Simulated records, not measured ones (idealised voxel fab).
Proc. module: voxel plated lines
FYI the section here is cut, 200 nm wide, cells are 5 nm squares.
A cross-section in this document is a grid of square cells, and it is written down as bands, the top band listed before the ones below it; a band is made up of one or more rows of cells.
The band entry comprises the height of the band's top followed by the height of its bottom, expressed in nm, and subsequently the band's materials from left to right, each stated together with its width in nm. Where a single material is marked with the word "everywhere", that material fills the band from edge to edge. The word "blank" represents empty space.
Heights are reckoned from 0. Under this level, the received wafer is all of one material. The bottommost band is open-ended downward, for example "top 0, no bottom".
With a width like "30->40", each row of cells in the band differs from the next by the same amount, the top row carrying the first number and the bottom row the second.
Where a step carries "no change occurred", the cross-section came out of it unchanged, cell for cell.
Basically, "Voids lacking openings" tells you about the enclosed voids: empty spaces with no open way to the top, 8 cells or bigger, each written width x height at distance, where distance is from the left edge, all in nm.
Where a step's line continues beyond its settings, the continuation is a remark by the simulator itself on that step.
If you see "overlay nm" on a step's line and that step has a mask, it's telling you how far right of where it was planned the mask ended up; a negative number means it went left instead.
[Below is the list of planned process steps]
1. RECEIVE with material Si
2. CONFORMAL_DEP with material Al2O3, thk nm 10
3. DIRECTIONAL_DEP with material TiN, thk nm 5
4. PATTERN with tone open, mask id LINES, material resist, width nm 25, pitch nm 55, thk nm 35, overlay nm 0
5. EPI with material Ru, thk nm 10
6. EPI with material Ru, thk nm 5
7. EPI with material Ru, thk nm 5
8. STRIP with etch materials resist
9. DIRECTIONAL_ETCH with etch materials TiN, depth nm 5
10. CONFORMAL_DEP with material SiN, thk nm 10
[First of two wafers, processed according to plan]
[Cross-section, incoming material, after step 1]
top 0, no bottom: Si everywhere
Voids lacking openings: none
[How the wafer stands in section after step 2]
top 10, bottom 0: Al2O3 everywhere
Below 0, the layers are the same as they were.
[How the wafer stands in section after step 3]
top 15, bottom 10: TiN everywhere
Below 10, the layers are the same as they were.
[How the wafer stands in section after step 4]
top 50, bottom 15: 60 resist / 25 blank / 30 resist / 25 blank / 60 resist
Below 15, the layers are the same as they were.
[How the wafer stands in section after step 5]
top 50, bottom 25: 60 resist / 25 blank / 30 resist / 25 blank / 60 resist
top 25, bottom 15: 60 resist / 25 Ru / 30 resist / 25 Ru / 60 resist
Below 15, the layers are the same as they were.
[How the wafer stands in section after step 6]
top 50, bottom 30: 60 resist / 25 blank / 30 resist / 25 blank / 60 resist
top 30, bottom 15: 60 resist / 25 Ru / 30 resist / 25 Ru / 60 resist
Below 15, the layers are the same as they were.
[How the wafer stands in section after step 7]
top 50, bottom 35: 60 resist / 25 blank / 30 resist / 25 blank / 60 resist
top 35, bottom 15: 60 resist / 25 Ru / 30 resist / 25 Ru / 60 resist
Below 15, the layers are the same as they were.
[How the wafer stands in section after step 8]
top 35, bottom 15: 60 blank / 25 Ru / 30 blank / 25 Ru / 60 blank
Below 15, the layers are the same as they were.
[How the wafer stands in section after step 9]
top 35, bottom 15: 60 blank / 25 Ru / 30 blank / 25 Ru / 60 blank
top 15, bottom 10: 60 blank / 25 TiN / 30 blank / 25 TiN / 60 blank
Below 10, the layers are the same as they were.
[How the wafer stands in section after step 10]
top 45, bottom 35: 50 blank / 45 SiN / 10 blank / 45 SiN / 50 blank
top 35, bottom 20: 50 blank / 10 SiN / 25 Ru / 10 SiN / 10 blank / 10 SiN / 25 Ru / 10 SiN / 50 blank
top 20, bottom 15: 60 SiN / 25 Ru / 30 SiN / 25 Ru / 60 SiN
top 15, bottom 10: 60 SiN / 25 TiN / 30 SiN / 25 TiN / 60 SiN
Below 10, the layers are the same as they were.
[Wafer two. Identical start, identical plan. One mistake in execution. Identical history through step 3]
[when step 4 should have ended]
top 50, bottom 15: 60 blank / 25 resist / 30 blank / 25 resist / 60 blank
Below 15, the layers are the same as they were.
[when step 5 should have ended]
top 50, bottom 25: 60 blank / 25 resist / 30 blank / 25 resist / 60 blank
top 25, bottom 15: 60 Ru / 25 resist / 30 Ru / 25 resist / 60 Ru
Below 15, the layers are the same as they were.
[when step 6 should have ended]
top 50, bottom 30: 60 blank / 25 resist / 30 blank / 25 resist / 60 blank
top 30, bottom 15: 60 Ru / 25 resist / 30 Ru / 25 resist / 60 Ru
Below 15, the layers are the same as they were.
[when step 7 should have ended]
top 50, bottom 35: 60 blank / 25 resist / 30 blank / 25 resist / 60 blank
top 35, bottom 15: 60 Ru / 25 resist / 30 Ru / 25 resist / 60 Ru
Below 15, the layers are the same as they were.
[when step 8 should have ended]
top 35, bottom 15: 60 Ru / 25 blank / 30 Ru / 25 blank / 60 Ru
Below 15, the layers are the same as they were.
[when step 9 should have ended]
top 35, bottom 15: 60 Ru / 25 blank / 30 Ru / 25 blank / 60 Ru
top 15, bottom 10: 60 TiN / 25 blank / 30 TiN / 25 blank / 60 TiN
Below 10, the layers are the same as they were.
[when step 10 should have ended]
top 45, bottom 35: 70 SiN / 5 blank / 50 SiN / 5 blank / 70 SiN
top 35, bottom 20: 60 Ru / 10 SiN / 5 blank / 10 SiN / 30 Ru / 10 SiN / 5 blank / 10 SiN / 60 Ru
top 20, bottom 15: 60 Ru / 25 SiN / 30 Ru / 25 SiN / 60 Ru
top 15, bottom 10: 60 TiN / 25 SiN / 30 TiN / 25 SiN / 60 TiN
Below 10, the layers are the same as they were.
The mistake made against the process plan was this: so step 4 ended up running with a different setting than we planned, it ran as PATTERN with tone cover, mask id LINES, material resist, width nm 25, pitch nm 55, thk nm 35, overlay nm 0
The second wafer ends with more or fewer cells of some materials than the first, per final count: Ru +80; TiN +20
